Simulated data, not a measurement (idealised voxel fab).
Herein follows the process module entitled voxel quadruple lines.
Square cells of 5 nm make up the cross-section cut, whose width is 215 nm.
Reading order for cross-sections: top band down to bottom band. Underlying form: a grid of square cells. Band size: one or more rows of cells. Read a band's entry like this: the first values are the height of its top and the height of its bottom in nm, and what follows is the sequence of materials from left to right, each with its width in nm. Note that "blank" is empty space, and that a single material marked "throughout" reaches across the band from edge to edge. Ref level 0: as-received wafer is one material below here. Bottom band extends down with no lower bound ("0 nm and below"). Width: "30..40" (first number = top row, second number = bottom row, same change from row to row of cells). The designation "nothing was modified", where it is given for a processing step, indicates that no cell of the cross-section was altered in the course of that step. The entry titled "Entrapped void list" provides the empty spaces that have no open way to the top, restricted to those of 8 cells or more. Each is presented as width x height at distance, the distance being measured from the left edge, with all three in nm. Heads up: the bit after the settings on a step's line is the simulator's remark on that step. You can add "overlay nm" to a step's line. For a step with a mask, it describes how far the mask lay to the right of its planned position, and a negative number describes a lay to the left. Pairs, read this way: before one process step on the one hand, after it on the other, the after cross-section ending at the lowest band that changed; the step between, settings included, beneath. Same starting wafer throughout, but possibly different runs of this module, so no pair continues from the pair above unless its entry headed "Pre-step section" says so.

-- Pre-step section
- 0 nm and below  Si throughout
- Entrapped void list: none

-- Post-Process Section
- 10 nm to 0 nm  SiO2 throughout
- Below 0, no change.
- Entrapped void list: none
Step taken after the before cross-section and before the after cross-section above: op CONFORMAL_DEP | material SiO2 | thk nm 10

Pre-step section: The pre-step condition corresponds to the post-step cross-section depicted in the pair directly above.

-- Post-Process Section
- 25 nm to 10 nm  Ru throughout
- Below 10, no change.
- Entrapped void list: none
Step taken after the before cross-section and before the after cross-section above: op DIRECTIONAL_DEP | material Ru | thk nm 15

Pre-step section: The pre-step condition corresponds to the post-step cross-section depicted in the pair directly above.

-- Post-Process Section
- 45 nm to 25 nm  polySi throughout
- Below 25, no change.
- Entrapped void list: none
Step taken after the before cross-section and before the after cross-section above: op DIRECTIONAL_DEP | material polySi | thk nm 20

Pre-step section: The pre-step condition corresponds to the post-step cross-section depicted in the pair directly above.

-- Post-Process Section
- 70 nm to 45 nm  aC throughout
- Below 45, no change.
- Entrapped void list: none
Step taken after the before cross-section and before the after cross-section above: op DIRECTIONAL_DEP | material aC | thk nm 25

Pre-step section: The pre-step condition corresponds to the post-step cross-section depicted in the pair directly above.

-- Post-Process Section
- 105 nm to 70 nm  blank=65 / resist=20 / blank=40 / resist=20 / blank=70
- Below 70, no change.
- Entrapped void list: none
Step taken after the before cross-section and before the after cross-section above: op PATTERN | tone cover | mask id MANDREL | material resist | width nm 20 | pitch nm 60 | thk nm 35 | overlay nm 0

Pre-step section: The pre-step condition corresponds to the post-step cross-section depicted in the pair directly above.

-- Post-Process Section
- 80 nm to 70 nm  blank=65 / resist=20 / blank=40 / resist=20 / blank=70
- 70 nm to 45 nm  blank=65 / aC=20 / blank=40 / aC=20 / blank=70
- Below 45, no change.
- Entrapped void list: none
Step taken after the before cross-section and before the after cross-section above: op DIRECTIONAL_ETCH | etch materials aC | depth nm 25

Pre-step section: The pre-step condition corresponds to the post-step cross-section depicted in the pair directly above.

-- Post-Process Section
- 70 nm to 45 nm  blank=65 / aC=20 / blank=40 / aC=20 / blank=70
- Below 45, no change.
- Entrapped void list: none
Step taken after the before cross-section and before the after cross-section above: op STRIP | etch materials resist

Pre-step section: The pre-step condition corresponds to the post-step cross-section depicted in the pair directly above.

-- Post-Process Section
- 80 nm to 70 nm  blank=55 / SiO2=40 / blank=20 / SiO2=40 / blank=60
- 70 nm to 55 nm  blank=55 / SiO2=10 / aC=20 / SiO2=10 / blank=20 / SiO2=10 / aC=20 / SiO2=10 / blank=60
- 55 nm to 45 nm  SiO2=65 / aC=20 / SiO2=40 / aC=20 / SiO2=70
- Below 45, no change.
- Entrapped void list: none
Step taken after the before cross-section and before the after cross-section above: op CONFORMAL_DEP | material SiO2 | thk nm 10

Pre-step section: The pre-step condition corresponds to the post-step cross-section depicted in the pair directly above.

-- Post-Process Section
- 70 nm to 45 nm  blank=55 / SiO2=10 / aC=20 / SiO2=10 / blank=20 / SiO2=10 / aC=20 / SiO2=10 / blank=60
- Below 45, no change.
- Entrapped void list: none
Step taken after the before cross-section and before the after cross-section above: op DIRECTIONAL_ETCH | etch materials SiO2 | depth nm 10

Pre-step section: The pre-step condition corresponds to the post-step cross-section depicted in the pair directly above.

-- Post-Process Section
- 70 nm to 45 nm  blank=55 / SiO2=10 / blank=20 / SiO2=10 / blank=20 / SiO2=10 / blank=20 / SiO2=10 / blank=60
- Below 45, no change.
- Entrapped void list: none
Step taken after the before cross-section and before the after cross-section above: op STRIP | etch materials aC

Pre-step section: The pre-step condition corresponds to the post-step cross-section depicted in the pair directly above.

-- Post-Process Section
- 70 nm to 45 nm  blank=55 / SiO2=10 / blank=20 / SiO2=10 / blank=20 / SiO2=10 / blank=20 / SiO2=10 / blank=60
- 45 nm to 25 nm  blank=55 / polySi=10 / blank=20 / polySi=10 / blank=20 / polySi=10 / blank=20 / polySi=10 / blank=60
- Below 25, no change.
- Entrapped void list: none
Step taken after the before cross-section and before the after cross-section above: op DIRECTIONAL_ETCH | etch materials polySi | depth nm 20

Pre-step section: The pre-step condition corresponds to the post-step cross-section depicted in the pair directly above.

-- Post-Process Section
- 45 nm to 25 nm  blank=55 / polySi=10 / blank=20 / polySi=10 / blank=20 / polySi=10 / blank=20 / polySi=10 / blank=60
- Below 25, no change.
- Entrapped void list: none
Step taken after the before cross-section and before the after cross-section above: op STRIP | etch materials SiO2

Pre-step section: The pre-step condition corresponds to the post-step cross-section depicted in the pair directly above.

-- Post-Process Section
- 50 nm to 45 nm  blank=50 / SiN=20 / blank=10 / SiN=20 / blank=10 / SiN=20 / blank=10 / SiN=20 / blank=55
- 45 nm to 30 nm  blank=50 / SiN=5 / polySi=10 / SiN=5 / blank=10 / SiN=5 / polySi=10 / SiN=5 / blank=10 / SiN=5 / polySi=10 / SiN=5 / blank=10 / SiN=5 / polySi=10 / SiN=5 / blank=55
- 30 nm to 25 nm  SiN=55 / polySi=10 / SiN=20 / polySi=10 / SiN=20 / polySi=10 / SiN=20 / polySi=10 / SiN=60
- Below 25, no change.
- Entrapped void list: none
Step taken after the before cross-section and before the after cross-section above: op CONFORMAL_DEP | material SiN | thk nm 5

Pre-step section: The pre-step condition corresponds to the post-step cross-section depicted in the pair directly above.

-- Post-Process Section
- 45 nm to 25 nm  blank=50 / SiN=5 / polySi=10 / SiN=5 / blank=10 / SiN=5 / polySi=10 / SiN=5 / blank=10 / SiN=5 / polySi=10 / SiN=5 / blank=10 / SiN=5 / polySi=10 / SiN=5 / blank=55
- Below 25, no change.
- Entrapped void list: none
Step taken after the before cross-section and before the after cross-section above: op DIRECTIONAL_ETCH | etch materials SiN | depth nm 5

Pre-step section: The pre-step condition corresponds to the post-step cross-section depicted in the pair directly above.

-- Post-Process Section
- 45 nm to 25 nm  blank=50 / SiN=5 / blank=10 / SiN=5 / blank=10 / SiN=5 / blank=10 / SiN=5 / blank=10 / SiN=5 / blank=10 / SiN=5 / blank=10 / SiN=5 / blank=10 / SiN=5 / blank=55
- Below 25, no change.
- Entrapped void list: none
Step taken after the before cross-section and before the after cross-section above: op STRIP | etch materials polySi

Pre-step section: The pre-step condition corresponds to the post-step cross-section depicted in the pair directly above.

-- Post-Process Section
- 45 nm to 25 nm  blank=50 / SiN=5 / blank=10 / SiN=5 / blank=10 / SiN=5 / blank=10 / SiN=5 / blank=10 / SiN=5 / blank=10 / SiN=5 / blank=10 / SiN=5 / blank=10 / SiN=5 / blank=55
- 25 nm to 10 nm  blank=50 / Ru=5 / blank=10 / Ru=5 / blank=10 / Ru=5 / blank=10 / Ru=5 / blank=10 / Ru=5 / blank=10 / Ru=5 / blank=10 / Ru=5 / blank=10 / Ru=5 / blank=55
- Below 10, no change.
- Entrapped void list: none
Step taken after the before cross-section and before the after cross-section above: op DIRECTIONAL_ETCH | etch materials Ru | depth nm 15

Pre-step section: The pre-step condition corresponds to the post-step cross-section depicted in the pair directly above.

-- Post-Process Section
- 25 nm to 10 nm  blank=50 / Ru=5 / blank=10 / Ru=5 / blank=10 / Ru=5 / blank=10 / Ru=5 / blank=10 / Ru=5 / blank=10 / Ru=5 / blank=10 / Ru=5 / blank=10 / Ru=5 / blank=55
- Below 10, no change.
- Entrapped void list: none
Step taken after the before cross-section and before the after cross-section above: op STRIP | etch materials SiN

-- Pre-step section
- 0 nm and below  Si throughout
- Entrapped void list: none

-- Post-Process Section
- 15 nm to 0 nm  Ru throughout
- Below 0, no change.
- Entrapped void list: none
Step taken after the before cross-section and before the after cross-section above: op DIRECTIONAL_DEP | material Ru | thk nm 15

Pre-step section: The pre-step condition corresponds to the post-step cross-section depicted in the pair directly above.

-- Post-Process Section
- 35 nm to 15 nm  polySi throughout
- Below 15, no change.
- Entrapped void list: none
Step taken after the before cross-section and before the after cross-section above: op DIRECTIONAL_DEP | material polySi | thk nm 20

Pre-step section: The pre-step condition corresponds to the post-step cross-section depicted in the pair directly above.

-- Post-Process Section
- 60 nm to 35 nm  aC throughout
- Below 35, no change.
- Entrapped void list: none
Step taken after the before cross-section and before the after cross-section above: op DIRECTIONAL_DEP | material aC | thk nm 25

Pre-step section: The pre-step condition corresponds to the post-step cross-section depicted in the pair directly above.

-- Post-Process Section
- 95 nm to 60 nm  blank=65 / resist=20 / blank=40 / resist=20 / blank=70
- Below 60, no change.
- Entrapped void list: none
Step taken after the before cross-section and before the after cross-section above: op PATTERN | tone cover | mask id MANDREL | material resist | width nm 20 | pitch nm 60 | thk nm 35 | overlay nm 0

Pre-step section: The pre-step condition corresponds to the post-step cross-section depicted in the pair directly above.

-- Post-Process Section
- 70 nm to 60 nm  blank=65 / resist=20 / blank=40 / resist=20 / blank=70
- 60 nm to 35 nm  blank=65 / aC=20 / blank=40 / aC=20 / blank=70
- Below 35, no change.
- Entrapped void list: none
Step taken after the before cross-section and before the after cross-section above: op DIRECTIONAL_ETCH | etch materials aC | depth nm 25

Pre-step section: The pre-step condition corresponds to the post-step cross-section depicted in the pair directly above.

-- Post-Process Section
- 60 nm to 35 nm  blank=65 / aC=20 / blank=40 / aC=20 / blank=70
- Below 35, no change.
- Entrapped void list: none
Step taken after the before cross-section and before the after cross-section above: op STRIP | etch materials resist

Pre-step section: The pre-step condition corresponds to the post-step cross-section depicted in the pair directly above.

-- Post-Process Section
- 70 nm to 60 nm  blank=55 / SiO2=40 / blank=20 / SiO2=40 / blank=60
- 60 nm to 45 nm  blank=55 / SiO2=10 / aC=20 / SiO2=10 / blank=20 / SiO2=10 / aC=20 / SiO2=10 / blank=60
- 45 nm to 35 nm  SiO2=65 / aC=20 / SiO2=40 / aC=20 / SiO2=70
- Below 35, no change.
- Entrapped void list: none
Step taken after the before cross-section and before the after cross-section above: op CONFORMAL_DEP | material SiO2 | thk nm 10

Pre-step section: The pre-step condition corresponds to the post-step cross-section depicted in the pair directly above.

-- Post-Process Section
- 60 nm to 35 nm  blank=55 / SiO2=10 / aC=20 / SiO2=10 / blank=20 / SiO2=10 / aC=20 / SiO2=10 / blank=60
- Below 35, no change.
- Entrapped void list: none
Step taken after the before cross-section and before the after cross-section above: op DIRECTIONAL_ETCH | etch materials SiO2 | depth nm 10

Pre-step section: The pre-step condition corresponds to the post-step cross-section depicted in the pair directly above.

-- Post-Process Section
- 60 nm to 35 nm  blank=55 / SiO2=10 / blank=20 / SiO2=10 / blank=20 / SiO2=10 / blank=20 / SiO2=10 / blank=60
- Below 35, no change.
- Entrapped void list: none
Step taken after the before cross-section and before the after cross-section above: op STRIP | etch materials aC

Pre-step section: The pre-step condition corresponds to the post-step cross-section depicted in the pair directly above.

-- Post-Process Section
- 60 nm to 35 nm  blank=55 / SiO2=10 / blank=20 / SiO2=10 / blank=20 / SiO2=10 / blank=20 / SiO2=10 / blank=60
- 35 nm to 15 nm  blank=55 / polySi=10 / blank=20 / polySi=10 / blank=20 / polySi=10 / blank=20 / polySi=10 / blank=60
- Below 15, no change.
- Entrapped void list: none
Step taken after the before cross-section and before the after cross-section above: op DIRECTIONAL_ETCH | etch materials polySi | depth nm 20

Pre-step section: The pre-step condition corresponds to the post-step cross-section depicted in the pair directly above.

-- Post-Process Section
- 35 nm to 15 nm  blank=55 / polySi=10 / blank=20 / polySi=10 / blank=20 / polySi=10 / blank=20 / polySi=10 / blank=60
- Below 15, no change.
- Entrapped void list: none
Step taken after the before cross-section and before the after cross-section above: op STRIP | etch materials SiO2

Pre-step section: The pre-step condition corresponds to the post-step cross-section depicted in the pair directly above.

-- Post-Process Section
- 40 nm to 35 nm  blank=50 / SiN=20 / blank=10 / SiN=20 / blank=10 / SiN=20 / blank=10 / SiN=20 / blank=55
- 35 nm to 20 nm  blank=50 / SiN=5 / polySi=10 / SiN=5 / blank=10 / SiN=5 / polySi=10 / SiN=5 / blank=10 / SiN=5 / polySi=10 / SiN=5 / blank=10 / SiN=5 / polySi=10 / SiN=5 / blank=55
- 20 nm to 15 nm  SiN=55 / polySi=10 / SiN=20 / polySi=10 / SiN=20 / polySi=10 / SiN=20 / polySi=10 / SiN=60
- Below 15, no change.
- Entrapped void list: none
Step taken after the before cross-section and before the after cross-section above: op CONFORMAL_DEP | material SiN | thk nm 5

Pre-step section: The pre-step condition corresponds to the post-step cross-section depicted in the pair directly above.

-- Post-Process Section
- 35 nm to 15 nm  blank=50 / SiN=5 / polySi=10 / SiN=5 / blank=10 / SiN=5 / polySi=10 / SiN=5 / blank=10 / SiN=5 / polySi=10 / SiN=5 / blank=10 / SiN=5 / polySi=10 / SiN=5 / blank=55
- Below 15, no change.
- Entrapped void list: none
Step taken after the before cross-section and before the after cross-section above: op DIRECTIONAL_ETCH | etch materials SiN | depth nm 5

Pre-step section: The pre-step condition corresponds to the post-step cross-section depicted in the pair directly above.

-- Post-Process Section
- 35 nm to 15 nm  blank=50 / SiN=5 / blank=10 / SiN=5 / blank=10 / SiN=5 / blank=10 / SiN=5 / blank=10 / SiN=5 / blank=10 / SiN=5 / blank=10 / SiN=5 / blank=10 / SiN=5 / blank=55
- Below 15, no change.
- Entrapped void list: none
Step taken after the before cross-section and before the after cross-section above: op STRIP | etch materials polySi

Pre-step section: The pre-step condition corresponds to the post-step cross-section depicted in the pair directly above.

-- Post-Process Section
- 35 nm to 15 nm  blank=50 / SiN=5 / blank=10 / SiN=5 / blank=10 / SiN=5 / blank=10 / SiN=5 / blank=10 / SiN=5 / blank=10 / SiN=5 / blank=10 / SiN=5 / blank=10 / SiN=5 / blank=55
- 15 nm to 0 nm  blank=50 / Ru=5 / blank=10 / Ru=5 / blank=10 / Ru=5 / blank=10 / Ru=5 / blank=10 / Ru=5 / blank=10 / Ru=5 / blank=10 / Ru=5 / blank=10 / Ru=5 / blank=55
- Below 0, no change.
- Entrapped void list: none
Step taken after the before cross-section and before the after cross-section above: op DIRECTIONAL_ETCH | etch materials Ru | depth nm 15

Pre-step section: The pre-step condition corresponds to the post-step cross-section depicted in the pair directly above.

-- Post-Process Section
- 15 nm to 0 nm  blank=50 / Ru=5 / blank=10 / Ru=5 / blank=10 / Ru=5 / blank=10 / Ru=5 / blank=10 / Ru=5 / blank=10 / Ru=5 / blank=10 / Ru=5 / blank=10 / Ru=5 / blank=55
- Below 0, no change.
- Entrapped void list: none
Step taken after the before cross-section and before the after cross-section above: op STRIP | etch materials SiN

-- Pre-step section
- 25 nm to 10 nm  Ru throughout
- 10 nm to 0 nm  SiO2 throughout
- 0 nm and below  Si throughout
- Entrapped void list: none

-- Post-Process Section
- 40 nm to 10 nm  Ru throughout
- Below 10, no change.
- Entrapped void list: none
Step taken after the before cross-section and before the after cross-section above: op DIRECTIONAL_DEP | material Ru | thk nm 15

Pre-step section: The pre-step condition corresponds to the post-step cross-section depicted in the pair directly above.

-- Post-Process Section
- 60 nm to 40 nm  polySi throughout
- Below 40, no change.
- Entrapped void list: none
Step taken after the before cross-section and before the after cross-section above: op DIRECTIONAL_DEP | material polySi | thk nm 20

Pre-step section: The pre-step condition corresponds to the post-step cross-section depicted in the pair directly above.

-- Post-Process Section
- 85 nm to 60 nm  aC throughout
- Below 60, no change.
- Entrapped void list: none
Step taken after the before cross-section and before the after cross-section above: op DIRECTIONAL_DEP | material aC | thk nm 25

Pre-step section: The pre-step condition corresponds to the post-step cross-section depicted in the pair directly above.

-- Post-Process Section
- 120 nm to 85 nm  blank=65 / resist=20 / blank=40 / resist=20 / blank=70
- Below 85, no change.
- Entrapped void list: none
Step taken after the before cross-section and before the after cross-section above: op PATTERN | tone cover | mask id MANDREL | material resist | width nm 20 | pitch nm 60 | thk nm 35 | overlay nm 0

Pre-step section: The pre-step condition corresponds to the post-step cross-section depicted in the pair directly above.

-- Post-Process Section
- 95 nm to 85 nm  blank=65 / resist=20 / blank=40 / resist=20 / blank=70
- 85 nm to 60 nm  blank=65 / aC=20 / blank=40 / aC=20 / blank=70
- Below 60, no change.
- Entrapped void list: none
Step taken after the before cross-section and before the after cross-section above: op DIRECTIONAL_ETCH | etch materials aC | depth nm 25

Pre-step section: The pre-step condition corresponds to the post-step cross-section depicted in the pair directly above.

-- Post-Process Section
- 85 nm to 60 nm  blank=65 / aC=20 / blank=40 / aC=20 / blank=70
- Below 60, no change.
- Entrapped void list: none
Step taken after the before cross-section and before the after cross-section above: op STRIP | etch materials resist

Pre-step section: The pre-step condition corresponds to the post-step cross-section depicted in the pair directly above.

-- Post-Process Section
- 95 nm to 85 nm  blank=55 / SiO2=40 / blank=20 / SiO2=40 / blank=60
- 85 nm to 70 nm  blank=55 / SiO2=10 / aC=20 / SiO2=10 / blank=20 / SiO2=10 / aC=20 / SiO2=10 / blank=60
- 70 nm to 60 nm  SiO2=65 / aC=20 / SiO2=40 / aC=20 / SiO2=70
- Below 60, no change.
- Entrapped void list: none
Step taken after the before cross-section and before the after cross-section above: op CONFORMAL_DEP | material SiO2 | thk nm 10

Pre-step section: The pre-step condition corresponds to the post-step cross-section depicted in the pair directly above.

-- Post-Process Section
- 85 nm to 60 nm  blank=55 / SiO2=10 / aC=20 / SiO2=10 / blank=20 / SiO2=10 / aC=20 / SiO2=10 / blank=60
- Below 60, no change.
- Entrapped void list: none
Step taken after the before cross-section and before the after cross-section above: op DIRECTIONAL_ETCH | etch materials SiO2 | depth nm 10

Pre-step section: The pre-step condition corresponds to the post-step cross-section depicted in the pair directly above.

-- Post-Process Section
- 85 nm to 60 nm  blank=55 / SiO2=10 / blank=20 / SiO2=10 / blank=20 / SiO2=10 / blank=20 / SiO2=10 / blank=60
- Below 60, no change.
- Entrapped void list: none
Step taken after the before cross-section and before the after cross-section above: op STRIP | etch materials aC

Pre-step section: The pre-step condition corresponds to the post-step cross-section depicted in the pair directly above.

-- Post-Process Section
- 85 nm to 60 nm  blank=55 / SiO2=10 / blank=20 / SiO2=10 / blank=20 / SiO2=10 / blank=20 / SiO2=10 / blank=60
- 60 nm to 40 nm  blank=55 / polySi=10 / blank=20 / polySi=10 / blank=20 / polySi=10 / blank=20 / polySi=10 / blank=60
- Below 40, no change.
- Entrapped void list: none
Step taken after the before cross-section and before the after cross-section above: op DIRECTIONAL_ETCH | etch materials polySi | depth nm 20

Pre-step section: The pre-step condition corresponds to the post-step cross-section depicted in the pair directly above.

-- Post-Process Section
- 60 nm to 40 nm  blank=55 / polySi=10 / blank=20 / polySi=10 / blank=20 / polySi=10 / blank=20 / polySi=10 / blank=60
- Below 40, no change.
- Entrapped void list: none
Step taken after the before cross-section and before the after cross-section above: op STRIP | etch materials SiO2

Pre-step section: The pre-step condition corresponds to the post-step cross-section depicted in the pair directly above.

-- Post-Process Section
- 65 nm to 60 nm  blank=50 / SiN=20 / blank=10 / SiN=20 / blank=10 / SiN=20 / blank=10 / SiN=20 / blank=55
- 60 nm to 45 nm  blank=50 / SiN=5 / polySi=10 / SiN=5 / blank=10 / SiN=5 / polySi=10 / SiN=5 / blank=10 / SiN=5 / polySi=10 / SiN=5 / blank=10 / SiN=5 / polySi=10 / SiN=5 / blank=55
- 45 nm to 40 nm  SiN=55 / polySi=10 / SiN=20 / polySi=10 / SiN=20 / polySi=10 / SiN=20 / polySi=10 / SiN=60
- Below 40, no change.
- Entrapped void list: none
Step taken after the before cross-section and before the after cross-section above: op CONFORMAL_DEP | material SiN | thk nm 5

Pre-step section: The pre-step condition corresponds to the post-step cross-section depicted in the pair directly above.

-- Post-Process Section
- 60 nm to 40 nm  blank=50 / SiN=5 / polySi=10 / SiN=5 / blank=10 / SiN=5 / polySi=10 / SiN=5 / blank=10 / SiN=5 / polySi=10 / SiN=5 / blank=10 / SiN=5 / polySi=10 / SiN=5 / blank=55
- Below 40, no change.
- Entrapped void list: none
Step taken after the before cross-section and before the after cross-section above: op DIRECTIONAL_ETCH | etch materials SiN | depth nm 5

Pre-step section: The pre-step condition corresponds to the post-step cross-section depicted in the pair directly above.

-- Post-Process Section
- 60 nm to 40 nm  blank=50 / SiN=5 / blank=10 / SiN=5 / blank=10 / SiN=5 / blank=10 / SiN=5 / blank=10 / SiN=5 / blank=10 / SiN=5 / blank=10 / SiN=5 / blank=10 / SiN=5 / blank=55
- Below 40, no change.
- Entrapped void list: none
Step taken after the before cross-section and before the after cross-section above: op STRIP | etch materials polySi

Pre-step section: The pre-step condition corresponds to the post-step cross-section depicted in the pair directly above.

-- Post-Process Section
- 60 nm to 40 nm  blank=50 / SiN=5 / blank=10 / SiN=5 / blank=10 / SiN=5 / blank=10 / SiN=5 / blank=10 / SiN=5 / blank=10 / SiN=5 / blank=10 / SiN=5 / blank=10 / SiN=5 / blank=55
- 40 nm to 25 nm  blank=50 / Ru=5 / blank=10 / Ru=5 / blank=10 / Ru=5 / blank=10 / Ru=5 / blank=10 / Ru=5 / blank=10 / Ru=5 / blank=10 / Ru=5 / blank=10 / Ru=5 / blank=55
- Below 25, no change.
- Entrapped void list: none
Step taken after the before cross-section and before the after cross-section above: op DIRECTIONAL_ETCH | etch materials Ru | depth nm 15

Pre-step section: The pre-step condition corresponds to the post-step cross-section depicted in the pair directly above.

-- Post-Process Section
- 40 nm to 25 nm  blank=50 / Ru=5 / blank=10 / Ru=5 / blank=10 / Ru=5 / blank=10 / Ru=5 / blank=10 / Ru=5 / blank=10 / Ru=5 / blank=10 / Ru=5 / blank=10 / Ru=5 / blank=55
- Below 25, no change.
- Entrapped void list: none
Step taken after the before cross-section and before the after cross-section above: op STRIP | etch materials SiN

-- Pre-step section
- 45 nm to 25 nm  blank=50 / SiN=5 / polySi=10 / SiN=5 / blank=10 / SiN=5 / polySi=10 / SiN=5 / blank=10 / SiN=5 / polySi=10 / SiN=5 / blank=10 / SiN=5 / polySi=10 / SiN=5 / blank=55
- 25 nm to 10 nm  Ru throughout
- 10 nm to 0 nm  SiO2 throughout
- 0 nm and below  Si throughout
- Entrapped void list: none

-- Post-Process Section
- 45 nm to 25 nm  blank=50 / SiN=5 / polySi=10 / SiN=5 / blank=10 / SiN=5 / polySi=10 / SiN=5 / blank=10 / SiN=5 / polySi=10 / SiN=5 / blank=10 / SiN=5 / polySi=10 / SiN=5 / blank=55
- 25 nm to 10 nm  blank=50 / Ru=20 / blank=10 / Ru=20 / blank=10 / Ru=20 / blank=10 / Ru=20 / blank=55
- Below 10, no change.
- Entrapped void list: none
Step taken after the before cross-section and before the after cross-section above: op DIRECTIONAL_ETCH | etch materials Ru | depth nm 15

Pre-step section: The pre-step condition corresponds to the post-step cross-section depicted in the pair directly above.

-- Post-Process Section
- 45 nm to 25 nm  blank=50 / SiN=5 / blank=10 / SiN=5 / blank=10 / SiN=5 / blank=10 / SiN=5 / blank=10 / SiN=5 / blank=10 / SiN=5 / blank=10 / SiN=5 / blank=10 / SiN=5 / blank=55
- Below 25, no change.
- Entrapped void list: none
Step taken after the before cross-section and before the after cross-section above: op STRIP | etch materials polySi

Pre-step section: The pre-step condition corresponds to the post-step cross-section depicted in the pair directly above.

-- Post-Process Section
- 25 nm to 10 nm  blank=50 / Ru=20 / blank=10 / Ru=20 / blank=10 / Ru=20 / blank=10 / Ru=20 / blank=55
- Below 10, no change.
- Entrapped void list: none
Step taken after the before cross-section and before the after cross-section above: op STRIP | etch materials SiN

-- Pre-step section
- 70 nm to 45 nm  blank=65 / aC=20 / blank=40 / aC=20 / blank=70
- 45 nm to 25 nm  polySi throughout
- 25 nm to 10 nm  Ru throughout
- 10 nm to 0 nm  SiO2 throughout
- 0 nm and below  Si throughout
- Entrapped void list: none

-- Post-Process Section
- 75 nm to 70 nm  blank=60 / SiO2=30 / blank=30 / SiO2=30 / blank=65
- 70 nm to 50 nm  blank=60 / SiO2=5 / aC=20 / SiO2=5 / blank=30 / SiO2=5 / aC=20 / SiO2=5 / blank=65
- 50 nm to 45 nm  SiO2=65 / aC=20 / SiO2=40 / aC=20 / SiO2=70
- Below 45, no change.
- Entrapped void list: none
Step taken after the before cross-section and before the after cross-section above: op CONFORMAL_DEP | material SiO2 | thk nm 5

Pre-step section: The pre-step condition corresponds to the post-step cross-section depicted in the pair directly above.

-- Post-Process Section
- 70 nm to 65 nm  blank=65 / aC=20 / blank=40 / aC=20 / blank=70
- 65 nm to 45 nm  blank=60 / SiO2=5 / aC=20 / SiO2=5 / blank=30 / SiO2=5 / aC=20 / SiO2=5 / blank=65
- Below 45, no change.
- Entrapped void list: none
Step taken after the before cross-section and before the after cross-section above: op DIRECTIONAL_ETCH | etch materials SiO2 | depth nm 10

Pre-step section: The pre-step condition corresponds to the post-step cross-section depicted in the pair directly above.

-- Post-Process Section
- 65 nm to 45 nm  blank=60 / SiO2=5 / blank=20 / SiO2=5 / blank=30 / SiO2=5 / blank=20 / SiO2=5 / blank=65
- Below 45, no change.
- Entrapped void list: none
Step taken after the before cross-section and before the after cross-section above: op STRIP | etch materials aC

Pre-step section: The pre-step condition corresponds to the post-step cross-section depicted in the pair directly above.

-- Post-Process Section
- 65 nm to 45 nm  blank=60 / SiO2=5 / blank=20 / SiO2=5 / blank=30 / SiO2=5 / blank=20 / SiO2=5 / blank=65
- 45 nm to 25 nm  blank=60 / polySi=5 / blank=20 / polySi=5 / blank=30 / polySi=5 / blank=20 / polySi=5 / blank=65
- Below 25, no change.
- Entrapped void list: none
Step taken after the before cross-section and before the after cross-section above: op DIRECTIONAL_ETCH | etch materials polySi | depth nm 20

Pre-step section: The pre-step condition corresponds to the post-step cross-section depicted in the pair directly above.

-- Post-Process Section
- 45 nm to 25 nm  blank=60 / polySi=5 / blank=20 / polySi=5 / blank=30 / polySi=5 / blank=20 / polySi=5 / blank=65
- Below 25, no change.
- Entrapped void list: none
Step taken after the before cross-section and before the after cross-section above: op STRIP | etch materials SiO2

Pre-step section: The pre-step condition corresponds to the post-step cross-section depicted in the pair directly above.

-- Post-Process Section
- 50 nm to 45 nm  blank=55 / SiN=15 / blank=10 / SiN=15 / blank=20 / SiN=15 / blank=10 / SiN=15 / blank=60
- 45 nm to 30 nm  blank=55 / SiN=5 / polySi=5 / SiN=5 / blank=10 / SiN=5 / polySi=5 / SiN=5 / blank=20 / SiN=5 / polySi=5 / SiN=5 / blank=10 / SiN=5 / polySi=5 / SiN=5 / blank=60
- 30 nm to 25 nm  SiN=60 / polySi=5 / SiN=20 / polySi=5 / SiN=30 / polySi=5 / SiN=20 / polySi=5 / SiN=65
- Below 25, no change.
- Entrapped void list: none
Step taken after the before cross-section and before the after cross-section above: op CONFORMAL_DEP | material SiN | thk nm 5

Pre-step section: The pre-step condition corresponds to the post-step cross-section depicted in the pair directly above.

-- Post-Process Section
- 45 nm to 25 nm  blank=55 / SiN=5 / polySi=5 / SiN=5 / blank=10 / SiN=5 / polySi=5 / SiN=5 / blank=20 / SiN=5 / polySi=5 / SiN=5 / blank=10 / SiN=5 / polySi=5 / SiN=5 / blank=60
- Below 25, no change.
- Entrapped void list: none
Step taken after the before cross-section and before the after cross-section above: op DIRECTIONAL_ETCH | etch materials SiN | depth nm 5

Pre-step section: The pre-step condition corresponds to the post-step cross-section depicted in the pair directly above.

-- Post-Process Section
- 45 nm to 25 nm  blank=55 / SiN=5 / blank=5 / SiN=5 / blank=10 / SiN=5 / blank=5 / SiN=5 / blank=20 / SiN=5 / blank=5 / SiN=5 / blank=10 / SiN=5 / blank=5 / SiN=5 / blank=60
- Below 25, no change.
- Entrapped void list: none
Step taken after the before cross-section and before the after cross-section above: op STRIP | etch materials polySi

Pre-step section: The pre-step condition corresponds to the post-step cross-section depicted in the pair directly above.

-- Post-Process Section
- 45 nm to 25 nm  blank=55 / SiN=5 / blank=5 / SiN=5 / blank=10 / SiN=5 / blank=5 / SiN=5 / blank=20 / SiN=5 / blank=5 / SiN=5 / blank=10 / SiN=5 / blank=5 / SiN=5 / blank=60
- 25 nm to 10 nm  blank=55 / Ru=5 / blank=5 / Ru=5 / blank=10 / Ru=5 / blank=5 / Ru=5 / blank=20 / Ru=5 / blank=5 / Ru=5 / blank=10 / Ru=5 / blank=5 / Ru=5 / blank=60
- Below 10, no change.
- Entrapped void list: none
Step taken after the before cross-section and before the after cross-section above: op DIRECTIONAL_ETCH | etch materials Ru | depth nm 15

Pre-step section: The pre-step condition corresponds to the post-step cross-section depicted in the pair directly above.

-- Post-Process Section
- 25 nm to 10 nm  blank=55 / Ru=5 / blank=5 / Ru=5 / blank=10 / Ru=5 / blank=5 / Ru=5 / blank=20 / Ru=5 / blank=5 / Ru=5 / blank=10 / Ru=5 / blank=5 / Ru=5 / blank=60
- Below 10, no change.
- Entrapped void list: none
Step taken after the before cross-section and before the after cross-section above: op STRIP | etch materials SiN

-- Pre-step section
- 70 nm to 45 nm  aC throughout
- 45 nm to 25 nm  polySi throughout
- 25 nm to 10 nm  Ru throughout
- 10 nm to 0 nm  SiO2 throughout
- 0 nm and below  Si throughout
- Entrapped void list: none

-- Post-Process Section
- 105 nm to 70 nm  blank=60 / resist=30 / blank=30 / resist=30 / blank=65
- Below 70, no change.
- Entrapped void list: none
Step taken after the before cross-section and before the after cross-section above: op PATTERN | tone cover | mask id MANDREL | material resist | width nm 30 | pitch nm 60 | thk nm 35 | overlay nm 0
